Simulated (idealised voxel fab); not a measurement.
process module | voxel gate over fins
cross-section cut | 210 nm wide | cells 5 nm
A cross-section is a grid of square cells, given in bands from the top down. A band is one or more rows of cells.
Each band's line starts with the height of the band's top and of its bottom, in nm. Then come its materials from left to right, each with its width in nm. One material with "throughout" fills the band from edge to edge. "air" is empty space.
Height 0 is the level under which the wafer as received is all one material. The lowest band goes on downwards, as in "0 down".
A width such as "30 to 40" changes by the same amount from each row of cells to the next, from the band's top row to its bottom row.
"no change" after a step means that no cell of the cross-section changed.
closed voids: empty space of 8 cells or more with no open way to the top, each as width x height at its distance from the left edge, in nm
after a step's settings: what the simulator itself notes on the step
overlay nm, on a step with a mask: how far to the right of its planned place the mask lay; to the left if negative
plan
1 op RECEIVE | material Si
2 op CONFORMAL_DEP | material SiN | thk nm 10
3 op MASKED_ETCH | tone cover | mask id FINS | width nm 15 | pitch nm 35 | etch materials SiN | depth nm 10 | overlay nm 0
4 op MASKED_ETCH | tone cover | mask id FINS | width nm 15 | pitch nm 35 | etch materials Si | depth nm 40 | overlay nm 0
5 op OXIDIZE | depth nm 5
6 op FILL_DEP | material SiO2 | thk nm 10
7 op CMP | height nm 10
8 op SELECTIVE_ETCH | etch materials SiO2 | depth nm 20
9 op STRIP | etch materials SiN
10 op CONFORMAL_DEP | material HfO2 | thk nm 5
11 op CONFORMAL_DEP | material TiN | thk nm 5
12 op FILL_DEP | material W | thk nm 10
13 op CMP | height nm 15
14 op CONFORMAL_DEP | material SiCN | thk nm 10
first wafer, as planned
as received, after step 1
  0 down: Si throughout
  closed voids: none
after step 2
  10 to 0: SiN throughout
  below 0: unchanged
after step 3
  10 to 0: air 80 | SiN 15 | air 20 | SiN 15 | air 80
  below 0: unchanged
after step 4
  10 to 0: air 80 | SiN 15 | air 20 | SiN 15 | air 80
  0 to -40: air 80 | Si 15 | air 20 | Si 15 | air 80
  below -40: unchanged
after step 5
  10 to 0: air 80 | SiN 15 | air 20 | SiN 15 | air 80
  0 to -40: air 80 | SiO2 5 | Si 5 | SiO2 5 | air 20 | SiO2 5 | Si 5 | SiO2 5 | air 80
  -40 to -45: SiO2 85 | Si 5 | SiO2 30 | Si 5 | SiO2 85
  below -45: unchanged
after step 6
  20 to 10: SiO2 throughout
  10 to 0: SiO2 80 | SiN 15 | SiO2 20 | SiN 15 | SiO2 80
  0 to -45: SiO2 85 | Si 5 | SiO2 30 | Si 5 | SiO2 85
  below -45: unchanged
after step 7
  10 to 0: SiO2 80 | SiN 15 | SiO2 20 | SiN 15 | SiO2 80
  below 0: unchanged
after step 8
  10 to 0: air 80 | SiN 15 | air 20 | SiN 15 | air 80
  0 to -10: air 85 | Si 5 | air 30 | Si 5 | air 85
  below -10: unchanged
after step 9
  0 to -10: air 85 | Si 5 | air 30 | Si 5 | air 85
  below -10: unchanged
after step 10
  5 to 0: air 80 | HfO2 15 | air 20 | HfO2 15 | air 80
  0 to -5: air 80 | HfO2 5 | Si 5 | HfO2 5 | air 20 | HfO2 5 | Si 5 | HfO2 5 | air 80
  -5 to -10: HfO2 85 | Si 5 | HfO2 30 | Si 5 | HfO2 85
  below -10: unchanged
after step 11
  10 to 5: air 75 | TiN 25 | air 10 | TiN 25 | air 75
  5 to 0: air 75 | TiN 5 | HfO2 15 | TiN 5 | air 10 | TiN 5 | HfO2 15 | TiN 5 | air 75
  0 to -5: TiN 80 | HfO2 5 | Si 5 | HfO2 5 | TiN 20 | HfO2 5 | Si 5 | HfO2 5 | TiN 80
  below -5: unchanged
after step 12
  20 to 10: W throughout
  10 to 5: W 75 | TiN 25 | W 10 | TiN 25 | W 75
  5 to 0: W 75 | TiN 5 | HfO2 15 | TiN 5 | W 10 | TiN 5 | HfO2 15 | TiN 5 | W 75
  below 0: unchanged
after step 13
  15 to 10: W throughout
  below 10: unchanged
after step 14
  25 to 15: SiCN throughout
  below 15: unchanged
second wafer: like start, like plan, one mistake. Through step 2 it matches the first wafer
when step 3 should have ended
  10 to 0: air 80 | SiN 20 | air 15 | SiN 20 | air 75
  below 0: unchanged
when step 4 should have ended
  10 to 0: air 80 | SiN 20 | air 15 | SiN 20 | air 75
  0 to -40: air 80 | Si 20 | air 15 | Si 20 | air 75
  below -40: unchanged
when step 5 should have ended
  10 to 0: air 80 | SiN 20 | air 15 | SiN 20 | air 75
  0 to -40: air 80 | SiO2 5 | Si 10 | SiO2 5 | air 15 | SiO2 5 | Si 10 | SiO2 5 | air 75
  -40 to -45: SiO2 85 | Si 10 | SiO2 25 | Si 10 | SiO2 80
  below -45: unchanged
when step 6 should have ended
  20 to 10: SiO2 throughout
  10 to 0: SiO2 80 | SiN 20 | SiO2 15 | SiN 20 | SiO2 75
  0 to -45: SiO2 85 | Si 10 | SiO2 25 | Si 10 | SiO2 80
  below -45: unchanged
when step 7 should have ended
  10 to 0: SiO2 80 | SiN 20 | SiO2 15 | SiN 20 | SiO2 75
  below 0: unchanged
when step 8 should have ended
  10 to 0: air 80 | SiN 20 | air 15 | SiN 20 | air 75
  0 to -10: air 85 | Si 10 | air 25 | Si 10 | air 80
  below -10: unchanged
when step 9 should have ended
  0 to -10: air 85 | Si 10 | air 25 | Si 10 | air 80
  below -10: unchanged
when step 10 should have ended
  5 to 0: air 80 | HfO2 20 | air 15 | HfO2 20 | air 75
  0 to -5: air 80 | HfO2 5 | Si 10 | HfO2 5 | air 15 | HfO2 5 | Si 10 | HfO2 5 | air 75
  -5 to -10: HfO2 85 | Si 10 | HfO2 25 | Si 10 | HfO2 80
  below -10: unchanged
when step 11 should have ended
  10 to 5: air 75 | TiN 30 | air 5 | TiN 30 | air 70
  5 to 0: air 75 | TiN 5 | HfO2 20 | TiN 5 | air 5 | TiN 5 | HfO2 20 | TiN 5 | air 70
  0 to -5: TiN 80 | HfO2 5 | Si 10 | HfO2 5 | TiN 15 | HfO2 5 | Si 10 | HfO2 5 | TiN 75
  below -5: unchanged
when step 12 should have ended
  20 to 10: W throughout
  10 to 5: W 75 | TiN 30 | W 5 | TiN 30 | W 70
  5 to 0: W 75 | TiN 5 | HfO2 20 | TiN 5 | W 5 | TiN 5 | HfO2 20 | TiN 5 | W 70
  below 0: unchanged
when step 13 should have ended
  15 to 10: W throughout
  below 10: unchanged
when step 14 should have ended
  25 to 15: SiCN throughout
  below 15: unchanged
what went wrong: step 3 ran as: op MASKED_ETCH | tone cover | mask id FINS | width nm 20 | pitch nm 35 | etch materials SiN | depth nm 10 | overlay nm 0
at the end the second wafer has, in cells: 18 more of Si | 14 fewer of SiO2 | 4 fewer of W
